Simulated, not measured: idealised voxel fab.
Process module, titled voxel wiring stack
Each square cell in cross-section cut measures 5 nm, and the section as a whole is 245 nm wide.
The cross-sections in this document take the form of a grid made of square cells. They are written out as bands, in order from top to bottom. Each band consists of one or more rows of cells.
The band entry comprises the height of the band's top followed by the height of its bottom, expressed in nm, and subsequently the band's materials from left to right, each stated together with its width in nm. Where a single material is marked with the word "everywhere", that material fills the band from edge to edge. The word "blank" represents empty space.
Height is counted from the level 0, under which the received wafer is composed throughout of one material. The lowest of the bands is not closed at the bottom but continues downward, in the notation "0 and below".
It should be noted that a width expressed as "30..40" varies in equal increments from row to row of cells within the band, taking the value of the first number at the top row and that of the second number at the bottom row.
Where the words "no alterations made" appear for a step, the cross-section shows no cell changed by that step; every cell remained as before.
Empty spaces without an open route to the top, at least 8 cells in extent, make up the entry "Enclosed empty spaces"; each is given as width x height at distance, where the distance is measured from the left edge, and all are in nm.
Post-settings text on a step line: simulator's own remark regarding the step.
What "overlay nm" on a step's line means: if the step has a mask, that mask lay this far to the right of its planned place, or, when the value is negative, to the left.

List of planned process steps
step 1: RECEIVE: material Si
step 2: CONFORMAL_DEP: material SiO2, thk nm 15
step 3: DIRECTIONAL_DEP: material TiN, thk nm 5
step 4: DIRECTIONAL_DEP: material Ru, thk nm 15
step 5: DIRECTIONAL_DEP: material aC, thk nm 15
step 6: PATTERN: tone cover, mask id METAL_1, material resist, width nm 30, pitch nm 50, thk nm 30, overlay nm 0
step 7: DIRECTIONAL_ETCH: etch materials aC, depth nm 15
step 8: STRIP: etch materials resist
step 9: DIRECTIONAL_ETCH: etch materials Ru, depth nm 15
step 10: DIRECTIONAL_ETCH: etch materials TiN, depth nm 5
step 11: STRIP: etch materials aC
step 12: FILL_DEP: material SiO2, thk nm 5
step 13: CMP: height nm 35
step 14: CONFORMAL_DEP: material SiCN, thk nm 5
step 15: DIRECTIONAL_DEP: material lowk, thk nm 30
step 16: PATTERN: tone open, mask id METAL_2, material resist, width nm 30, pitch nm 50, thk nm 15, overlay nm 0
step 17: DIRECTIONAL_ETCH: etch materials lowk, depth nm 15
step 18: STRIP: etch materials resist
step 19: PATTERN: tone open, mask id METAL_2_HOLES, material resist, width nm 15, pitch nm 50, thk nm 15, overlay nm 0
step 20: DIRECTIONAL_ETCH: etch materials lowk, depth nm 15
step 21: DIRECTIONAL_ETCH: etch materials SiCN, depth nm 5
step 22: STRIP: etch materials resist
step 23: CONFORMAL_DEP: material TiN, thk nm 5
step 24: FILL_DEP: material Cu, thk nm 10
step 25: CMP: height nm 70
step 26: CONFORMAL_DEP: material SiCN, thk nm 5
step 27: DIRECTIONAL_DEP: material lowk, thk nm 30
step 28: PATTERN: tone open, mask id METAL_3, material resist, width nm 30, pitch nm 50, thk nm 20, overlay nm 0
step 29: DIRECTIONAL_ETCH: etch materials lowk, depth nm 15
step 30: STRIP: etch materials resist
step 31: PATTERN: tone open, mask id METAL_3_HOLES, material resist, width nm 15, thk nm 15, overlay nm 0
step 32: DIRECTIONAL_ETCH: etch materials lowk, depth nm 15
step 33: DIRECTIONAL_ETCH: etch materials SiCN, depth nm 5
step 34: STRIP: etch materials resist
step 35: CONFORMAL_DEP: material TiN, thk nm 5
step 36: FILL_DEP: material Cu, thk nm 10
step 37: CMP: height nm 105
step 38: CONFORMAL_DEP: material SiN, thk nm 5

Of two wafers, the first: run according to plan

Here's what the wafer looked like in cross-section when it arrived - that's after step 1
- 0 and below = Si everywhere
- Enclosed empty spaces: none

Cross-section: wafer state after step 2
- 15 down to 0 = SiO2 everywhere
- Whatever lies below 0 is exactly as it was before.

Cross-section: wafer state after step 3
- 20 down to 15 = TiN everywhere
- Whatever lies below 15 is exactly as it was before.

Cross-section: wafer state after step 4
- 35 down to 20 = Ru everywhere
- Whatever lies below 20 is exactly as it was before.

Cross-section: wafer state after step 5
- 50 down to 35 = aC everywhere
- Whatever lies below 35 is exactly as it was before.

Cross-section: wafer state after step 6
- 80 down to 50 = blank (80)  resist (30)  blank (20)  resist (30)  blank (85)
- Whatever lies below 50 is exactly as it was before.

Cross-section: wafer state after step 7
- 65 down to 50 = blank (80)  resist (30)  blank (20)  resist (30)  blank (85)
- 50 down to 35 = blank (80)  aC (30)  blank (20)  aC (30)  blank (85)
- Whatever lies below 35 is exactly as it was before.

Cross-section: wafer state after step 8
- 50 down to 35 = blank (80)  aC (30)  blank (20)  aC (30)  blank (85)
- Whatever lies below 35 is exactly as it was before.

Cross-section: wafer state after step 9
- 50 down to 35 = blank (80)  aC (30)  blank (20)  aC (30)  blank (85)
- 35 down to 20 = blank (80)  Ru (30)  blank (20)  Ru (30)  blank (85)
- Whatever lies below 20 is exactly as it was before.

Cross-section: wafer state after step 10
- 50 down to 35 = blank (80)  aC (30)  blank (20)  aC (30)  blank (85)
- 35 down to 20 = blank (80)  Ru (30)  blank (20)  Ru (30)  blank (85)
- 20 down to 15 = blank (80)  TiN (30)  blank (20)  TiN (30)  blank (85)
- Whatever lies below 15 is exactly as it was before.

Cross-section: wafer state after step 11
- 35 down to 20 = blank (80)  Ru (30)  blank (20)  Ru (30)  blank (85)
- Whatever lies below 20 is exactly as it was before.

Cross-section: wafer state after step 12
- 40 down to 35 = SiO2 everywhere
- 35 down to 20 = SiO2 (80)  Ru (30)  SiO2 (20)  Ru (30)  SiO2 (85)
- 20 down to 15 = SiO2 (80)  TiN (30)  SiO2 (20)  TiN (30)  SiO2 (85)
- Whatever lies below 15 is exactly as it was before.

Cross-section: wafer state after step 13
- 35 down to 20 = SiO2 (80)  Ru (30)  SiO2 (20)  Ru (30)  SiO2 (85)
- Whatever lies below 20 is exactly as it was before.

Cross-section: wafer state after step 14
- 40 down to 35 = SiCN everywhere
- Whatever lies below 35 is exactly as it was before.

Cross-section: wafer state after step 15
- 70 down to 40 = lowk everywhere
- Whatever lies below 40 is exactly as it was before.

Cross-section: wafer state after step 16
- 85 down to 70 = resist (80)  blank (30)  resist (20)  blank (30)  resist (85)
- Whatever lies below 70 is exactly as it was before.

Cross-section: wafer state after step 17
- 85 down to 70 = resist (80)  blank (30)  resist (20)  blank (30)  resist (85)
- 70 down to 55 = lowk (80)  blank (30)  lowk (20)  blank (30)  lowk (85)
- Whatever lies below 55 is exactly as it was before.

Cross-section: wafer state after step 18
- 70 down to 55 = lowk (80)  blank (30)  lowk (20)  blank (30)  lowk (85)
- Whatever lies below 55 is exactly as it was before.

Cross-section: wafer state after step 19
- 85 down to 70 = resist (80)  blank (15)  resist (35)  blank (15)  resist (100)
- 70 down to 55 = lowk (80)  blank (15)  resist (15)  lowk (20)  blank (15)  resist (15)  lowk (85)
- Whatever lies below 55 is exactly as it was before.

Cross-section: wafer state after step 20
- 85 down to 70 = resist (80)  blank (15)  resist (35)  blank (15)  resist (100)
- 70 down to 55 = lowk (80)  blank (15)  resist (15)  lowk (20)  blank (15)  resist (15)  lowk (85)
- 55 down to 40 = lowk (80)  blank (15)  lowk (35)  blank (15)  lowk (100)
- Whatever lies below 40 is exactly as it was before.

Cross-section: wafer state after step 21
- 85 down to 70 = resist (80)  blank (15)  resist (35)  blank (15)  resist (100)
- 70 down to 55 = lowk (80)  blank (15)  resist (15)  lowk (20)  blank (15)  resist (15)  lowk (85)
- 55 down to 40 = lowk (80)  blank (15)  lowk (35)  blank (15)  lowk (100)
- 40 down to 35 = SiCN (80)  blank (15)  SiCN (35)  blank (15)  SiCN (100)
- Whatever lies below 35 is exactly as it was before.

Cross-section: wafer state after step 22
- 70 down to 55 = lowk (80)  blank (30)  lowk (20)  blank (30)  lowk (85)
- Whatever lies below 55 is exactly as it was before.

Cross-section: wafer state after step 23
- 75 down to 70 = TiN (85)  blank (20)  TiN (30)  blank (20)  TiN (90)
- 70 down to 60 = lowk (80)  TiN (5)  blank (20)  TiN (5)  lowk (20)  TiN (5)  blank (20)  TiN (5)  lowk (85)
- 60 down to 55 = lowk (80)  TiN (5)  blank (5)  TiN (20)  lowk (20)  TiN (5)  blank (5)  TiN (20)  lowk (85)
- 55 down to 40 = lowk (80)  TiN (5)  blank (5)  TiN (5)  lowk (35)  TiN (5)  blank (5)  TiN (5)  lowk (100)
- 40 down to 35 = SiCN (80)  TiN (15)  SiCN (35)  TiN (15)  SiCN (100)
- Whatever lies below 35 is exactly as it was before.

Cross-section: wafer state after step 24
- 85 down to 75 = Cu everywhere
- 75 down to 70 = TiN (85)  Cu (20)  TiN (30)  Cu (20)  TiN (90)
- 70 down to 60 = lowk (80)  TiN (5)  Cu (20)  TiN (5)  lowk (20)  TiN (5)  Cu (20)  TiN (5)  lowk (85)
- 60 down to 55 = lowk (80)  TiN (5)  Cu (5)  TiN (20)  lowk (20)  TiN (5)  Cu (5)  TiN (20)  lowk (85)
- 55 down to 40 = lowk (80)  TiN (5)  Cu (5)  TiN (5)  lowk (35)  TiN (5)  Cu (5)  TiN (5)  lowk (100)
- Whatever lies below 40 is exactly as it was before.

Cross-section: wafer state after step 25
- 70 down to 60 = lowk (80)  TiN (5)  Cu (20)  TiN (5)  lowk (20)  TiN (5)  Cu (20)  TiN (5)  lowk (85)
- Whatever lies below 60 is exactly as it was before.

Cross-section: wafer state after step 26
- 75 down to 70 = SiCN everywhere
- Whatever lies below 70 is exactly as it was before.

Cross-section: wafer state after step 27
- 105 down to 75 = lowk everywhere
- Whatever lies below 75 is exactly as it was before.

Cross-section: wafer state after step 28
- 125 down to 105 = resist (80)  blank (30)  resist (20)  blank (30)  resist (85)
- Whatever lies below 105 is exactly as it was before.

Cross-section: wafer state after step 29
- 125 down to 105 = resist (80)  blank (30)  resist (20)  blank (30)  resist (85)
- 105 down to 90 = lowk (80)  blank (30)  lowk (20)  blank (30)  lowk (85)
- Whatever lies below 90 is exactly as it was before.

Cross-section: wafer state after step 30
- 105 down to 90 = lowk (80)  blank (30)  lowk (20)  blank (30)  lowk (85)
- Whatever lies below 90 is exactly as it was before.

Cross-section: wafer state after step 31
- 120 down to 105 = resist (80)  blank (15)  resist (150)
- 105 down to 90 = lowk (80)  blank (15)  resist (15)  lowk (20)  resist (30)  lowk (85)
- Whatever lies below 90 is exactly as it was before.

Cross-section: wafer state after step 32
- 120 down to 105 = resist (80)  blank (15)  resist (150)
- 105 down to 90 = lowk (80)  blank (15)  resist (15)  lowk (20)  resist (30)  lowk (85)
- 90 down to 75 = lowk (80)  blank (15)  lowk (150)
- Whatever lies below 75 is exactly as it was before.

Cross-section: wafer state after step 33
- 120 down to 105 = resist (80)  blank (15)  resist (150)
- 105 down to 90 = lowk (80)  blank (15)  resist (15)  lowk (20)  resist (30)  lowk (85)
- 90 down to 75 = lowk (80)  blank (15)  lowk (150)
- 75 down to 70 = SiCN (80)  blank (15)  SiCN (150)
- Whatever lies below 70 is exactly as it was before.

Cross-section: wafer state after step 34
- 105 down to 90 = lowk (80)  blank (30)  lowk (20)  blank (30)  lowk (85)
- Whatever lies below 90 is exactly as it was before.

Cross-section: wafer state after step 35
- 110 down to 105 = TiN (85)  blank (20)  TiN (30)  blank (20)  TiN (90)
- 105 down to 95 = lowk (80)  TiN (5)  blank (20)  TiN (5)  lowk (20)  TiN (5)  blank (20)  TiN (5)  lowk (85)
- 95 down to 90 = lowk (80)  TiN (5)  blank (5)  TiN (20)  lowk (20)  TiN (30)  lowk (85)
- 90 down to 75 = lowk (80)  TiN (5)  blank (5)  TiN (5)  lowk (150)
- 75 down to 70 = SiCN (80)  TiN (15)  SiCN (150)
- Whatever lies below 70 is exactly as it was before.

Cross-section: wafer state after step 36
- 120 down to 110 = Cu everywhere
- 110 down to 105 = TiN (85)  Cu (20)  TiN (30)  Cu (20)  TiN (90)
- 105 down to 95 = lowk (80)  TiN (5)  Cu (20)  TiN (5)  lowk (20)  TiN (5)  Cu (20)  TiN (5)  lowk (85)
- 95 down to 90 = lowk (80)  TiN (5)  Cu (5)  TiN (20)  lowk (20)  TiN (30)  lowk (85)
- 90 down to 75 = lowk (80)  TiN (5)  Cu (5)  TiN (5)  lowk (150)
- Whatever lies below 75 is exactly as it was before.

Cross-section: wafer state after step 37
- 105 down to 95 = lowk (80)  TiN (5)  Cu (20)  TiN (5)  lowk (20)  TiN (5)  Cu (20)  TiN (5)  lowk (85)
- Whatever lies below 95 is exactly as it was before.

Cross-section: wafer state after step 38
- 110 down to 105 = SiN everywhere
- Whatever lies below 105 is exactly as it was before.

Second wafer: same start and same plan as the first, one execution error; identical to the first through step 13

Look at the second wafer in cross-section at the time step 14 ought to have finished
- 50 down to 35 = SiCN everywhere
- Whatever lies below 35 is exactly as it was before.

Look at the second wafer in cross-section at the time step 15 ought to have finished
- 80 down to 50 = lowk everywhere
- Whatever lies below 50 is exactly as it was before.

Look at the second wafer in cross-section at the time step 16 ought to have finished
- 95 down to 80 = resist (80)  blank (30)  resist (20)  blank (30)  resist (85)
- Whatever lies below 80 is exactly as it was before.

Look at the second wafer in cross-section at the time step 17 ought to have finished
- 95 down to 80 = resist (80)  blank (30)  resist (20)  blank (30)  resist (85)
- 80 down to 65 = lowk (80)  blank (30)  lowk (20)  blank (30)  lowk (85)
- Whatever lies below 65 is exactly as it was before.

Look at the second wafer in cross-section at the time step 18 ought to have finished
- 80 down to 65 = lowk (80)  blank (30)  lowk (20)  blank (30)  lowk (85)
- Whatever lies below 65 is exactly as it was before.

Look at the second wafer in cross-section at the time step 19 ought to have finished
- 95 down to 80 = resist (80)  blank (15)  resist (35)  blank (15)  resist (100)
- 80 down to 65 = lowk (80)  blank (15)  resist (15)  lowk (20)  blank (15)  resist (15)  lowk (85)
- Whatever lies below 65 is exactly as it was before.

Look at the second wafer in cross-section at the time step 20 ought to have finished
- 95 down to 80 = resist (80)  blank (15)  resist (35)  blank (15)  resist (100)
- 80 down to 65 = lowk (80)  blank (15)  resist (15)  lowk (20)  blank (15)  resist (15)  lowk (85)
- 65 down to 50 = lowk (80)  blank (15)  lowk (35)  blank (15)  lowk (100)
- Whatever lies below 50 is exactly as it was before.

Look at the second wafer in cross-section at the time step 21 ought to have finished
- 95 down to 80 = resist (80)  blank (15)  resist (35)  blank (15)  resist (100)
- 80 down to 65 = lowk (80)  blank (15)  resist (15)  lowk (20)  blank (15)  resist (15)  lowk (85)
- 65 down to 50 = lowk (80)  blank (15)  lowk (35)  blank (15)  lowk (100)
- 50 down to 45 = SiCN (80)  blank (15)  SiCN (35)  blank (15)  SiCN (100)
- Whatever lies below 45 is exactly as it was before.

Look at the second wafer in cross-section at the time step 22 ought to have finished
- 80 down to 65 = lowk (80)  blank (30)  lowk (20)  blank (30)  lowk (85)
- Whatever lies below 65 is exactly as it was before.

Look at the second wafer in cross-section at the time step 23 ought to have finished
- 85 down to 80 = TiN (85)  blank (20)  TiN (30)  blank (20)  TiN (90)
- 80 down to 70 = lowk (80)  TiN (5)  blank (20)  TiN (5)  lowk (20)  TiN (5)  blank (20)  TiN (5)  lowk (85)
- 70 down to 65 = lowk (80)  TiN (5)  blank (5)  TiN (20)  lowk (20)  TiN (5)  blank (5)  TiN (20)  lowk (85)
- 65 down to 50 = lowk (80)  TiN (5)  blank (5)  TiN (5)  lowk (35)  TiN (5)  blank (5)  TiN (5)  lowk (100)
- 50 down to 45 = SiCN (80)  TiN (15)  SiCN (35)  TiN (15)  SiCN (100)
- Whatever lies below 45 is exactly as it was before.

Look at the second wafer in cross-section at the time step 24 ought to have finished
- 95 down to 85 = Cu everywhere
- 85 down to 80 = TiN (85)  Cu (20)  TiN (30)  Cu (20)  TiN (90)
- 80 down to 70 = lowk (80)  TiN (5)  Cu (20)  TiN (5)  lowk (20)  TiN (5)  Cu (20)  TiN (5)  lowk (85)
- 70 down to 65 = lowk (80)  TiN (5)  Cu (5)  TiN (20)  lowk (20)  TiN (5)  Cu (5)  TiN (20)  lowk (85)
- 65 down to 50 = lowk (80)  TiN (5)  Cu (5)  TiN (5)  lowk (35)  TiN (5)  Cu (5)  TiN (5)  lowk (100)
- Whatever lies below 50 is exactly as it was before.

Look at the second wafer in cross-section at the time step 25 ought to have finished
- 70 down to 65 = lowk (80)  TiN (5)  Cu (5)  TiN (20)  lowk (20)  TiN (5)  Cu (5)  TiN (20)  lowk (85)
- Whatever lies below 65 is exactly as it was before.

Look at the second wafer in cross-section at the time step 26 ought to have finished
- 75 down to 70 = SiCN everywhere
- Whatever lies below 70 is exactly as it was before.

Look at the second wafer in cross-section at the time step 27 ought to have finished
- 105 down to 75 = lowk everywhere
- Whatever lies below 75 is exactly as it was before.

Look at the second wafer in cross-section at the time step 28 ought to have finished
- 125 down to 105 = resist (80)  blank (30)  resist (20)  blank (30)  resist (85)
- Whatever lies below 105 is exactly as it was before.

Look at the second wafer in cross-section at the time step 29 ought to have finished
- 125 down to 105 = resist (80)  blank (30)  resist (20)  blank (30)  resist (85)
- 105 down to 90 = lowk (80)  blank (30)  lowk (20)  blank (30)  lowk (85)
- Whatever lies below 90 is exactly as it was before.

Look at the second wafer in cross-section at the time step 30 ought to have finished
- 105 down to 90 = lowk (80)  blank (30)  lowk (20)  blank (30)  lowk (85)
- Whatever lies below 90 is exactly as it was before.

Look at the second wafer in cross-section at the time step 31 ought to have finished
- 120 down to 105 = resist (80)  blank (15)  resist (150)
- 105 down to 90 = lowk (80)  blank (15)  resist (15)  lowk (20)  resist (30)  lowk (85)
- Whatever lies below 90 is exactly as it was before.

Look at the second wafer in cross-section at the time step 32 ought to have finished
- 120 down to 105 = resist (80)  blank (15)  resist (150)
- 105 down to 90 = lowk (80)  blank (15)  resist (15)  lowk (20)  resist (30)  lowk (85)
- 90 down to 75 = lowk (80)  blank (15)  lowk (150)
- Whatever lies below 75 is exactly as it was before.

Look at the second wafer in cross-section at the time step 33 ought to have finished
- 120 down to 105 = resist (80)  blank (15)  resist (150)
- 105 down to 90 = lowk (80)  blank (15)  resist (15)  lowk (20)  resist (30)  lowk (85)
- 90 down to 75 = lowk (80)  blank (15)  lowk (150)
- 75 down to 70 = SiCN (80)  blank (15)  SiCN (150)
- Whatever lies below 70 is exactly as it was before.

Look at the second wafer in cross-section at the time step 34 ought to have finished
- 105 down to 90 = lowk (80)  blank (30)  lowk (20)  blank (30)  lowk (85)
- Whatever lies below 90 is exactly as it was before.

Look at the second wafer in cross-section at the time step 35 ought to have finished
- 110 down to 105 = TiN (85)  blank (20)  TiN (30)  blank (20)  TiN (90)
- 105 down to 95 = lowk (80)  TiN (5)  blank (20)  TiN (5)  lowk (20)  TiN (5)  blank (20)  TiN (5)  lowk (85)
- 95 down to 90 = lowk (80)  TiN (5)  blank (5)  TiN (20)  lowk (20)  TiN (30)  lowk (85)
- 90 down to 75 = lowk (80)  TiN (5)  blank (5)  TiN (5)  lowk (150)
- 75 down to 70 = SiCN (80)  TiN (15)  SiCN (150)
- Whatever lies below 70 is exactly as it was before.

Look at the second wafer in cross-section at the time step 36 ought to have finished
- 120 down to 110 = Cu everywhere
- 110 down to 105 = TiN (85)  Cu (20)  TiN (30)  Cu (20)  TiN (90)
- 105 down to 95 = lowk (80)  TiN (5)  Cu (20)  TiN (5)  lowk (20)  TiN (5)  Cu (20)  TiN (5)  lowk (85)
- 95 down to 90 = lowk (80)  TiN (5)  Cu (5)  TiN (20)  lowk (20)  TiN (30)  lowk (85)
- 90 down to 75 = lowk (80)  TiN (5)  Cu (5)  TiN (5)  lowk (150)
- Whatever lies below 75 is exactly as it was before.

Look at the second wafer in cross-section at the time step 37 ought to have finished
- 105 down to 95 = lowk (80)  TiN (5)  Cu (20)  TiN (5)  lowk (20)  TiN (5)  Cu (20)  TiN (5)  lowk (85)
- Whatever lies below 95 is exactly as it was before.

Look at the second wafer in cross-section at the time step 38 ought to have finished
- 110 down to 105 = SiN everywhere
- Whatever lies below 105 is exactly as it was before.
Finding, execution versus plan: step 14, actual vs plan mismatch, actual run CONFORMAL_DEP: material SiCN, thk nm 15
Upon completion, the second wafer contains, in terms of cells, a greater or smaller amount of certain materials than the first wafer: Cu -16, SiCN +98, TiN -8, lowk -74
